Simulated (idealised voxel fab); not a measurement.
process module | voxel fin reveal
Square cells of 5 nm make up the cross-section cut, whose width is 195 nm.
Cross-section layout: square cells on a grid; listed as bands, top to bottom; a band spans one or more cell rows. First you get the band's top height and its bottom height, in nm, and then the materials it's made of, left to right, with each width in nm. If you see a single material with "throughout", that one covers the band edge to edge. "empty" is empty space. Heights are measured from 0, the level below which the as-received wafer is all one material; the lowest band has no bottom and continues downward, written as in "z 0 and below". Per-row width for "30..40": begins at first number (top row of band), ends at second number (bottom row), increment between rows held constant. Key: "remained unchanged" - step with no changed cell in the cross-section. You'll see "Fully sealed cavities" listing empty spaces that have no way open to the top, as long as they're 8 cells or more; the notation is width x height at distance, where the distance is from the left edge, and all of it is in nm. Heads up: the bit after the settings on a step's line is the simulator's remark on that step. "overlay nm" denotes, for a step that has a mask, the displacement of the mask to the right of its planned place, with negative values corresponding to the left.
-- Listed below are the process steps as planned
step 1: RECEIVE | material Si
step 2: CONFORMAL_DEP | material SiN | thk nm 10
step 3: PATTERN | tone cover | mask id FINS | material resist | width nm 15 | pitch nm 45 | thk nm 20 | overlay nm -5
step 4: DIRECTIONAL_ETCH | etch materials SiN | depth nm 10
step 5: DIRECTIONAL_ETCH | etch materials Si | depth nm 35
step 6: STRIP | etch materials resist
step 7: FILL_DEP | material SiO2 | thk nm 15
step 8: CMP | height nm 10
step 9: SELECTIVE_ETCH | etch materials SiO2 | depth nm 35
step 10: STRIP | etch materials SiN
The wafers are alike at the start. At step 3, their overlay nm differs. The plan lists the first wafer's value.
-- Incoming state of the first of several wafers in cross-section: after step 1
z 0 and below: Si throughout
Fully sealed cavities: none
-- After the module's final step, step 10: the first of several wafers in cross-section
z 0 to -25: 15 nm empty / 15 nm Si / 30 nm empty / 15 nm Si / 30 nm empty / 15 nm Si / 30 nm empty / 15 nm Si / 30 nm empty
z -25 to -35: 15 nm SiO2 / 15 nm Si / 30 nm SiO2 / 15 nm Si / 30 nm SiO2 / 15 nm Si / 30 nm SiO2 / 15 nm Si / 30 nm SiO2
z -35 and below: Si throughout
Fully sealed cavities: none
-- Cross-section, last wafer, module completion
z 0 to -25: 30 nm empty / 15 nm Si / 30 nm empty / 15 nm Si / 30 nm empty / 15 nm Si / 30 nm empty / 15 nm Si / 15 nm empty
z -25 to -35: 30 nm SiO2 / 15 nm Si / 30 nm SiO2 / 15 nm Si / 30 nm SiO2 / 15 nm Si / 30 nm SiO2 / 15 nm Si / 15 nm SiO2
z -35 and below: Si throughout
Fully sealed cavities: none
-- Below, a row for every wafer. Read it as the end-of-module picture: for each material the wafer shows its cells gained (+) or lost (-) since it was received, and then its closed voids
overlay nm -5; -189 Si; +54 SiO2; Fully sealed cavities: none
overlay nm 0; -189 Si; +54 SiO2; Fully sealed cavities: none
overlay nm 5; -189 Si; +54 SiO2; Fully sealed cavities: none
overlay nm 10; -189 Si; +54 SiO2; Fully sealed cavities: none
